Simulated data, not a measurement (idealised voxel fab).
Title: Process Module voxel wiring stack
Square cells of 5 nm make up the cross-section cut, whose width is 165 nm.
Just so we're on the same page, the cross-sections are grids of square cells, and they're listed out in bands top to bottom, each band one or more rows deep.
Within each band entry, the heights of the top and of the bottom of the band appear first, in that order and in nm; the materials of the band then follow from left to right, each with its corresponding width in nm. The designation "all across" on a single material indicates that it fills the band from edge to edge; the designation "air" indicates empty space.
All heights in this document are referenced to 0, defined as the level beneath which the wafer, as received, consists entirely of one material. The lowest band is not bounded below; it extends indefinitely downward and is written in the form "from 0 down".
Width spec "30..40" -> top row of cells at first value, bottom row at second value, equal per-row change in between.
"remained unchanged" after a step means that no cell of the cross-section changed.
The list in "Unvented internal voids" covers empty spaces of 8 cells or more that cannot reach the top through any open way, and it gives each as width x height at distance; the distance is from the left edge, and width, height and distance are in nm.
On each step's line, the part that comes after the settings is the simulator's own comment on the step.
overlay nm: for a step with a mask, the amount by which the mask lay right of where it was planned; a negative amount means left of it.

### Process steps (planned)
- 1: op RECEIVE | material Si
- 2: op CONFORMAL_DEP | material SiO2 | thk nm 10
- 3: op DIRECTIONAL_DEP | material TiN | thk nm 5
- 4: op DIRECTIONAL_DEP | material W | thk nm 25
- 5: op DIRECTIONAL_DEP | material aC | thk nm 10
- 6: op PATTERN | tone cover | mask id METAL_1 | material resist | width nm 20 | pitch nm 35 | thk nm 25 | overlay nm 0
- 7: op DIRECTIONAL_ETCH | etch materials aC | depth nm 10
- 8: op STRIP | etch materials resist
- 9: op DIRECTIONAL_ETCH | etch materials W | depth nm 25
- 10: op DIRECTIONAL_ETCH | etch materials TiN | depth nm 5
- 11: op STRIP | etch materials aC
- 12: op CONFORMAL_DEP | material SiN | thk nm 5
- 13: op FILL_DEP | material lowk | thk nm 10
- 14: op CMP | height nm 40
- 15: op CONFORMAL_DEP | material SiCN | thk nm 5
- 16: op DIRECTIONAL_DEP | material SiO2 | thk nm 15
- 17: op PATTERN | tone open | mask id PLUG_1 | material resist | width nm 15 | pitch nm 70 | thk nm 15 | overlay nm 0
- 18: op DIRECTIONAL_ETCH | etch materials SiO2 | depth nm 15
- 19: op DIRECTIONAL_ETCH | etch materials SiCN | depth nm 5
- 20: op STRIP | etch materials resist
- 21: op CONFORMAL_DEP | material TiN | thk nm 5
- 22: op FILL_DEP | material Cu | thk nm 5
- 23: op CMP | height nm 60
- 24: op DIRECTIONAL_DEP | material TiN | thk nm 5
- 25: op DIRECTIONAL_DEP | material Ru | thk nm 25
- 26: op PATTERN | tone cover | mask id METAL_2 | material resist | width nm 20 | pitch nm 35 | thk nm 20 | overlay nm 0
- 27: op DIRECTIONAL_ETCH | etch materials Ru | depth nm 25
- 28: op DIRECTIONAL_ETCH | etch materials TiN | depth nm 5
- 29: op STRIP | etch materials resist
- 30: op FILL_DEP | material SiO2 | thk nm 5
- 31: op CMP | height nm 90
- 32: op CONFORMAL_DEP | material SiN | thk nm 5

### The first of the two wafers, which ran as planned

### This is the cross-section of the wafer as we received it, i.e. after step 1
* from 0 down  Si all across
* Unvented internal voids: none

### Cross-section: wafer state after step 2
* from 10 to 0  SiO2 all across
* Whatever lies below 0 is exactly as it was before.

### Cross-section: wafer state after step 3
* from 15 to 10  TiN all across
* Whatever lies below 10 is exactly as it was before.

### Cross-section: wafer state after step 4
* from 40 to 15  W all across
* Whatever lies below 15 is exactly as it was before.

### Cross-section: wafer state after step 5
* from 50 to 40  aC all across
* Whatever lies below 40 is exactly as it was before.

### Cross-section: wafer state after step 6
* from 75 to 50  air: 20, resist: 20, air: 15, resist: 20, air: 15, resist: 20, air: 15, resist: 20, air: 20
* Whatever lies below 50 is exactly as it was before.

### Cross-section: wafer state after step 7
* from 65 to 50  air: 20, resist: 20, air: 15, resist: 20, air: 15, resist: 20, air: 15, resist: 20, air: 20
* from 50 to 40  air: 20, aC: 20, air: 15, aC: 20, air: 15, aC: 20, air: 15, aC: 20, air: 20
* Whatever lies below 40 is exactly as it was before.

### Cross-section: wafer state after step 8
* from 50 to 40  air: 20, aC: 20, air: 15, aC: 20, air: 15, aC: 20, air: 15, aC: 20, air: 20
* Whatever lies below 40 is exactly as it was before.

### Cross-section: wafer state after step 9
* from 50 to 40  air: 20, aC: 20, air: 15, aC: 20, air: 15, aC: 20, air: 15, aC: 20, air: 20
* from 40 to 15  air: 20, W: 20, air: 15, W: 20, air: 15, W: 20, air: 15, W: 20, air: 20
* Whatever lies below 15 is exactly as it was before.

### Cross-section: wafer state after step 10
* from 50 to 40  air: 20, aC: 20, air: 15, aC: 20, air: 15, aC: 20, air: 15, aC: 20, air: 20
* from 40 to 15  air: 20, W: 20, air: 15, W: 20, air: 15, W: 20, air: 15, W: 20, air: 20
* from 15 to 10  air: 20, TiN: 20, air: 15, TiN: 20, air: 15, TiN: 20, air: 15, TiN: 20, air: 20
* Whatever lies below 10 is exactly as it was before.

### Cross-section: wafer state after step 11
* from 40 to 15  air: 20, W: 20, air: 15, W: 20, air: 15, W: 20, air: 15, W: 20, air: 20
* Whatever lies below 15 is exactly as it was before.

### Cross-section: wafer state after step 12
* from 45 to 40  air: 15, SiN: 30, air: 5, SiN: 30, air: 5, SiN: 30, air: 5, SiN: 30, air: 15
* from 40 to 15  air: 15, SiN: 5, W: 20, SiN: 5, air: 5, SiN: 5, W: 20, SiN: 5, air: 5, SiN: 5, W: 20, SiN: 5, air: 5, SiN: 5, W: 20, SiN: 5, air: 15
* from 15 to 10  SiN: 20, TiN: 20, SiN: 15, TiN: 20, SiN: 15, TiN: 20, SiN: 15, TiN: 20, SiN: 20
* Whatever lies below 10 is exactly as it was before.

### Cross-section: wafer state after step 13
* from 55 to 45  lowk all across
* from 45 to 40  lowk: 15, SiN: 30, lowk: 5, SiN: 30, lowk: 5, SiN: 30, lowk: 5, SiN: 30, lowk: 15
* from 40 to 15  lowk: 15, SiN: 5, W: 20, SiN: 5, lowk: 5, SiN: 5, W: 20, SiN: 5, lowk: 5, SiN: 5, W: 20, SiN: 5, lowk: 5, SiN: 5, W: 20, SiN: 5, lowk: 15
* Whatever lies below 15 is exactly as it was before.

### Cross-section: wafer state after step 14
* from 40 to 15  lowk: 15, SiN: 5, W: 20, SiN: 5, lowk: 5, SiN: 5, W: 20, SiN: 5, lowk: 5, SiN: 5, W: 20, SiN: 5, lowk: 5, SiN: 5, W: 20, SiN: 5, lowk: 15
* Whatever lies below 15 is exactly as it was before.

### Cross-section: wafer state after step 15
* from 45 to 40  SiCN all across
* Whatever lies below 40 is exactly as it was before.

### Cross-section: wafer state after step 16
* from 60 to 45  SiO2 all across
* Whatever lies below 45 is exactly as it was before.

### Cross-section: wafer state after step 17
* from 75 to 60  resist: 20, air: 15, resist: 55, air: 15, resist: 60
* Whatever lies below 60 is exactly as it was before.

### Cross-section: wafer state after step 18
* from 75 to 60  resist: 20, air: 15, resist: 55, air: 15, resist: 60
* from 60 to 45  SiO2: 20, air: 15, SiO2: 55, air: 15, SiO2: 60
* Whatever lies below 45 is exactly as it was before.

### Cross-section: wafer state after step 19
* from 75 to 60  resist: 20, air: 15, resist: 55, air: 15, resist: 60
* from 60 to 45  SiO2: 20, air: 15, SiO2: 55, air: 15, SiO2: 60
* from 45 to 40  SiCN: 20, air: 15, SiCN: 55, air: 15, SiCN: 60
* Whatever lies below 40 is exactly as it was before.

### Cross-section: wafer state after step 20
* from 60 to 45  SiO2: 20, air: 15, SiO2: 55, air: 15, SiO2: 60
* Whatever lies below 45 is exactly as it was before.

### Cross-section: wafer state after step 21
* from 65 to 60  TiN: 25, air: 5, TiN: 65, air: 5, TiN: 65
* from 60 to 45  SiO2: 20, TiN: 5, air: 5, TiN: 5, SiO2: 55, TiN: 5, air: 5, TiN: 5, SiO2: 60
* from 45 to 40  SiCN: 20, TiN: 15, SiCN: 55, TiN: 15, SiCN: 60
* Whatever lies below 40 is exactly as it was before.

### Cross-section: wafer state after step 22
* from 70 to 65  Cu all across
* from 65 to 60  TiN: 25, Cu: 5, TiN: 65, Cu: 5, TiN: 65
* from 60 to 45  SiO2: 20, TiN: 5, Cu: 5, TiN: 5, SiO2: 55, TiN: 5, Cu: 5, TiN: 5, SiO2: 60
* Whatever lies below 45 is exactly as it was before.

### Cross-section: wafer state after step 23
* from 60 to 45  SiO2: 20, TiN: 5, Cu: 5, TiN: 5, SiO2: 55, TiN: 5, Cu: 5, TiN: 5, SiO2: 60
* Whatever lies below 45 is exactly as it was before.

### Cross-section: wafer state after step 24
* from 65 to 60  TiN all across
* Whatever lies below 60 is exactly as it was before.

### Cross-section: wafer state after step 25
* from 90 to 65  Ru all across
* Whatever lies below 65 is exactly as it was before.

### Cross-section: wafer state after step 26
* from 110 to 90  air: 20, resist: 20, air: 15, resist: 20, air: 15, resist: 20, air: 15, resist: 20, air: 20
* Whatever lies below 90 is exactly as it was before.

### Cross-section: wafer state after step 27
* from 110 to 90  air: 20, resist: 20, air: 15, resist: 20, air: 15, resist: 20, air: 15, resist: 20, air: 20
* from 90 to 65  air: 20, Ru: 20, air: 15, Ru: 20, air: 15, Ru: 20, air: 15, Ru: 20, air: 20
* Whatever lies below 65 is exactly as it was before.

### Cross-section: wafer state after step 28
* from 110 to 90  air: 20, resist: 20, air: 15, resist: 20, air: 15, resist: 20, air: 15, resist: 20, air: 20
* from 90 to 65  air: 20, Ru: 20, air: 15, Ru: 20, air: 15, Ru: 20, air: 15, Ru: 20, air: 20
* from 65 to 60  air: 20, TiN: 20, air: 15, TiN: 20, air: 15, TiN: 20, air: 15, TiN: 20, air: 20
* Whatever lies below 60 is exactly as it was before.

### Cross-section: wafer state after step 29
* from 90 to 65  air: 20, Ru: 20, air: 15, Ru: 20, air: 15, Ru: 20, air: 15, Ru: 20, air: 20
* Whatever lies below 65 is exactly as it was before.

### Cross-section: wafer state after step 30
* from 95 to 90  SiO2 all across
* from 90 to 65  SiO2: 20, Ru: 20, SiO2: 15, Ru: 20, SiO2: 15, Ru: 20, SiO2: 15, Ru: 20, SiO2: 20
* from 65 to 60  SiO2: 20, TiN: 20, SiO2: 15, TiN: 20, SiO2: 15, TiN: 20, SiO2: 15, TiN: 20, SiO2: 20
* Whatever lies below 60 is exactly as it was before.

### Cross-section: wafer state after step 31
* from 90 to 65  SiO2: 20, Ru: 20, SiO2: 15, Ru: 20, SiO2: 15, Ru: 20, SiO2: 15, Ru: 20, SiO2: 20
* Whatever lies below 65 is exactly as it was before.

### Cross-section: wafer state after step 32
* from 95 to 90  SiN all across
* Whatever lies below 90 is exactly as it was before.

### Second wafer. Start and plan as for the first. One mistake made in running. Agrees with the first up to and including step 14

### Here is the second wafer in cross-section at the point where step 15 of the plan should have been done
* from 55 to 40  SiO2 all across
* Whatever lies below 40 is exactly as it was before.

### Here is the second wafer in cross-section at the point where step 16 of the plan should have been done
* from 60 to 55  SiCN all across
* Whatever lies below 55 is exactly as it was before.

### Here is the second wafer in cross-section at the point where step 17 of the plan should have been done
* from 75 to 60  resist: 20, air: 15, resist: 55, air: 15, resist: 60
* Whatever lies below 60 is exactly as it was before.

Here is the second wafer in cross-section at the point where step 18 of the plan should have been done: remained unchanged

### Here is the second wafer in cross-section at the point where step 19 of the plan should have been done
* from 75 to 60  resist: 20, air: 15, resist: 55, air: 15, resist: 60
* from 60 to 55  SiCN: 20, air: 15, SiCN: 55, air: 15, SiCN: 60
* Whatever lies below 55 is exactly as it was before.

### Here is the second wafer in cross-section at the point where step 20 of the plan should have been done
* from 60 to 55  SiCN: 20, air: 15, SiCN: 55, air: 15, SiCN: 60
* Whatever lies below 55 is exactly as it was before.

### Here is the second wafer in cross-section at the point where step 21 of the plan should have been done
* from 65 to 60  TiN: 25, air: 5, TiN: 65, air: 5, TiN: 65
* from 60 to 55  SiCN: 20, TiN: 15, SiCN: 55, TiN: 15, SiCN: 60
* Whatever lies below 55 is exactly as it was before.

### Here is the second wafer in cross-section at the point where step 22 of the plan should have been done
* from 70 to 65  Cu all across
* from 65 to 60  TiN: 25, Cu: 5, TiN: 65, Cu: 5, TiN: 65
* Whatever lies below 60 is exactly as it was before.

### Here is the second wafer in cross-section at the point where step 23 of the plan should have been done
* from 60 to 55  SiCN: 20, TiN: 15, SiCN: 55, TiN: 15, SiCN: 60
* Whatever lies below 55 is exactly as it was before.

### Here is the second wafer in cross-section at the point where step 24 of the plan should have been done
* from 65 to 60  TiN all across
* Whatever lies below 60 is exactly as it was before.

### Here is the second wafer in cross-section at the point where step 25 of the plan should have been done
* from 90 to 65  Ru all across
* Whatever lies below 65 is exactly as it was before.

### Here is the second wafer in cross-section at the point where step 26 of the plan should have been done
* from 110 to 90  air: 20, resist: 20, air: 15, resist: 20, air: 15, resist: 20, air: 15, resist: 20, air: 20
* Whatever lies below 90 is exactly as it was before.

### Here is the second wafer in cross-section at the point where step 27 of the plan should have been done
* from 110 to 90  air: 20, resist: 20, air: 15, resist: 20, air: 15, resist: 20, air: 15, resist: 20, air: 20
* from 90 to 65  air: 20, Ru: 20, air: 15, Ru: 20, air: 15, Ru: 20, air: 15, Ru: 20, air: 20
* Whatever lies below 65 is exactly as it was before.

### Here is the second wafer in cross-section at the point where step 28 of the plan should have been done
* from 110 to 90  air: 20, resist: 20, air: 15, resist: 20, air: 15, resist: 20, air: 15, resist: 20, air: 20
* from 90 to 65  air: 20, Ru: 20, air: 15, Ru: 20, air: 15, Ru: 20, air: 15, Ru: 20, air: 20
* from 65 to 60  air: 20, TiN: 20, air: 15, TiN: 20, air: 15, TiN: 20, air: 15, TiN: 20, air: 20
* Whatever lies below 60 is exactly as it was before.

### Here is the second wafer in cross-section at the point where step 29 of the plan should have been done
* from 90 to 65  air: 20, Ru: 20, air: 15, Ru: 20, air: 15, Ru: 20, air: 15, Ru: 20, air: 20
* Whatever lies below 65 is exactly as it was before.

### Here is the second wafer in cross-section at the point where step 30 of the plan should have been done
* from 95 to 90  SiO2 all across
* from 90 to 65  SiO2: 20, Ru: 20, SiO2: 15, Ru: 20, SiO2: 15, Ru: 20, SiO2: 15, Ru: 20, SiO2: 20
* from 65 to 60  SiO2: 20, TiN: 20, SiO2: 15, TiN: 20, SiO2: 15, TiN: 20, SiO2: 15, TiN: 20, SiO2: 20
* Whatever lies below 60 is exactly as it was before.

### Here is the second wafer in cross-section at the point where step 31 of the plan should have been done
* from 90 to 65  SiO2: 20, Ru: 20, SiO2: 15, Ru: 20, SiO2: 15, Ru: 20, SiO2: 15, Ru: 20, SiO2: 20
* Whatever lies below 65 is exactly as it was before.

### Here is the second wafer in cross-section at the point where step 32 of the plan should have been done
* from 95 to 90  SiN all across
* Whatever lies below 90 is exactly as it was before.
It is concluded that the wafer was processed incorrectly with respect to the plan, in that plan steps 15 and 16 run swapped
Looking at both finished wafers in cells, the second ends up ahead of or behind the first on some materials: Cu -6, SiO2 +18, TiN -12
